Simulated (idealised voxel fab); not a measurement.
The process module that follows is named voxel plated lines.
The width of the displayed cross-section, cut, is 290 nm; its cells are square, with a size of 5 nm.
A cross-section in this document is a grid of square cells, and it is written down as bands, the top band listed before the ones below it; a band is made up of one or more rows of cells.
A band entry consists of two parts. The first gives the height of the band's top and the height of its bottom, in nm. The rest lists the band's materials from left to right, each with its width in nm. A single material labelled with the word "edge to edge" fills the band from edge to edge, and the word "blank" marks empty space.
Convention: height 0 is the level below which the wafer, as received, is all one material. The lowest band does not terminate at the bottom but continues downward, represented as "z 0 and below".
With a width like "30->40", each row of cells in the band differs from the next by the same amount, the top row carrying the first number and the bottom row the second.
Take "no change" at face value: in the step it is given for, the cross-section changed in none of its cells.
Voids not open to the top, 8 cells minimum: see "Catalogued sealed voids". Written width x height at distance; distance is from the left edge; nm.
The remark found on a step's line after its settings is issued by the simulator itself and pertains to that step.
overlay nm: step with mask; distance mask lay right of planned place; negative value = left of planned place.

Set out below are the planned steps of the process
1. RECEIVE, material Si
2. CONFORMAL_DEP, material SiN, thk nm 5
3. DIRECTIONAL_DEP, material TiN, thk nm 5
4. PATTERN, tone open, mask id LINES, material resist, width nm 15, pitch nm 40, thk nm 30, overlay nm 0
5. EPI, material Ru, thk nm 10
6. EPI, material Ru, thk nm 10
7. STRIP, etch materials resist
8. DIRECTIONAL_ETCH, etch materials TiN, depth nm 5
9. CONFORMAL_DEP, material SiO2, thk nm 5

Cross-sectional view of the wafer in its as-received condition, corresponding to the state after step 1
> z 0 and below  Si edge to edge
> Catalogued sealed voids: none

Module complete, cross-section. Starting point and plan per above. One mistake made in running the module
> z 25 to 20  blank 110 nm  SiO2 25 nm  blank 15 nm  SiO2 25 nm  blank 115 nm
> z 20 to 10  blank 110 nm  SiO2 5 nm  Ru 15 nm  SiO2 5 nm  blank 15 nm  SiO2 5 nm  Ru 15 nm  SiO2 5 nm  blank 115 nm
> z 10 to 5  SiO2 115 nm  TiN 15 nm  SiO2 25 nm  TiN 15 nm  SiO2 120 nm
> z 5 to 0  SiN edge to edge
> z 0 and below  Si edge to edge
> Catalogued sealed voids: none
Misprocessing identified: the process omitted one of its identical steps 5 and 6, and which one is impossible to determine
